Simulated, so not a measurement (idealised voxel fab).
process module | voxel air gaps
cross-section cut | 240 nm wide | cells 5 nm
A cross-section is a grid of square cells, given in bands from the top down. A band is one or more rows of cells.
Each band's line starts with the height of the band's top and of its bottom, in nm. Then come its materials from left to right, each with its width in nm. One material with "throughout" fills the band from edge to edge. "air" is empty space.
Height 0 is the level under which the wafer as received is all one material. The lowest band goes on downwards, as in "0 down".
A width such as "30 to 40" changes by the same amount from each row of cells to the next, from the band's top row to its bottom row.
"no change" after a step means that no cell of the cross-section changed.
closed voids: empty space of 8 cells or more with no open way to the top, each as width x height at its distance from the left edge, in nm
after a step's settings: what the simulator itself notes on the step
overlay nm, on a step with a mask: how far to the right of its planned place the mask lay; to the left if negative
plan
1 op RECEIVE | material Si
2 op CONFORMAL_DEP | material SiO2 | thk nm 15
3 op CONFORMAL_DEP | material SiCN | thk nm 5
4 op DIRECTIONAL_DEP | material SiO2 | thk nm 30
5 op PATTERN | tone open | mask id LINES | material resist | width nm 20 | pitch nm 45 | thk nm 20 | overlay nm 0
6 op DIRECTIONAL_ETCH | etch materials SiO2 | depth nm 30
7 op STRIP | etch materials resist
8 op CONFORMAL_DEP | material TiN | thk nm 5
9 op FILL_DEP | material W | thk nm 10
10 op CMP | height nm 50
11 op EPI | material Ru | thk nm 10
12 op SELECTIVE_ETCH | etch materials SiO2 | depth nm 40
13 op CONFORMAL_DEP | material SiCN | thk nm 5
as received, after step 1
  0 down: Si throughout
  closed voids: none
first wafer at the end, as planned
  65 to 60: air 25 | SiCN 185 | air 30
  60 to 50: air 25 | SiCN 5 | Ru 40 | SiCN 5 | Ru 40 | SiCN 5 | Ru 40 | SiCN 5 | Ru 40 | SiCN 5 | air 30
  50 to 45: air 25 | SiCN 15 | TiN 5 | W 10 | TiN 5 | SiCN 25 | TiN 5 | W 10 | TiN 5 | SiCN 25 | TiN 5 | W 10 | TiN 5 | SiCN 25 | TiN 5 | W 10 | TiN 5 | SiCN 15 | air 30
  45 to 25: air 35 | SiCN 5 | TiN 5 | W 10 | TiN 5 | SiCN 5 | air 15 | SiCN 5 | TiN 5 | W 10 | TiN 5 | SiCN 5 | air 15 | SiCN 5 | TiN 5 | W 10 | TiN 5 | SiCN 5 | air 15 | SiCN 5 | TiN 5 | W 10 | TiN 5 | SiCN 5 | air 40
  25 to 20: SiCN 40 | TiN 20 | SiCN 25 | TiN 20 | SiCN 25 | TiN 20 | SiCN 25 | TiN 20 | SiCN 45
  20 to 15: SiCN throughout
  15 to 0: SiO2 throughout
  0 down: Si throughout
  closed voids: 15 x 20 at 65; 15 x 20 at 110; 15 x 20 at 155
second wafer at the end: like start, like plan, one mistake
  65 to 60: air 25 | SiCN 190 | air 25
  60 to 50: air 25 | SiCN 5 | Ru 180 | SiCN 5 | air 25
  50 to 45: air 25 | SiCN 15 | TiN 5 | W 15 | TiN 5 | SiO2 20 | TiN 5 | W 15 | TiN 5 | SiO2 20 | TiN 5 | W 15 | TiN 5 | SiO2 20 | TiN 5 | W 15 | TiN 5 | SiCN 15 | air 25
  45 to 25: air 35 | SiCN 5 | TiN 5 | W 15 | TiN 5 | SiO2 20 | TiN 5 | W 15 | TiN 5 | SiO2 20 | TiN 5 | W 15 | TiN 5 | SiO2 20 | TiN 5 | W 15 | TiN 5 | SiCN 5 | air 35
  25 to 20: SiCN 40 | TiN 25 | SiO2 20 | TiN 25 | SiO2 20 | TiN 25 | SiO2 20 | TiN 25 | SiCN 40
  20 to 15: SiCN throughout
  15 to 0: SiO2 throughout
  0 down: Si throughout
  closed voids: none
what went wrong: step 5 ran as: op PATTERN | tone open | mask id LINES | material resist | width nm 25 | pitch nm 45 | thk nm 20 | overlay nm 0
at the end the second wafer has, in cells: 8 more of Ru | 60 fewer of SiCN | 72 more of SiO2 | 4 more of TiN | 20 more of W
closed voids at the end (first wafer, second wafer): 3, 0
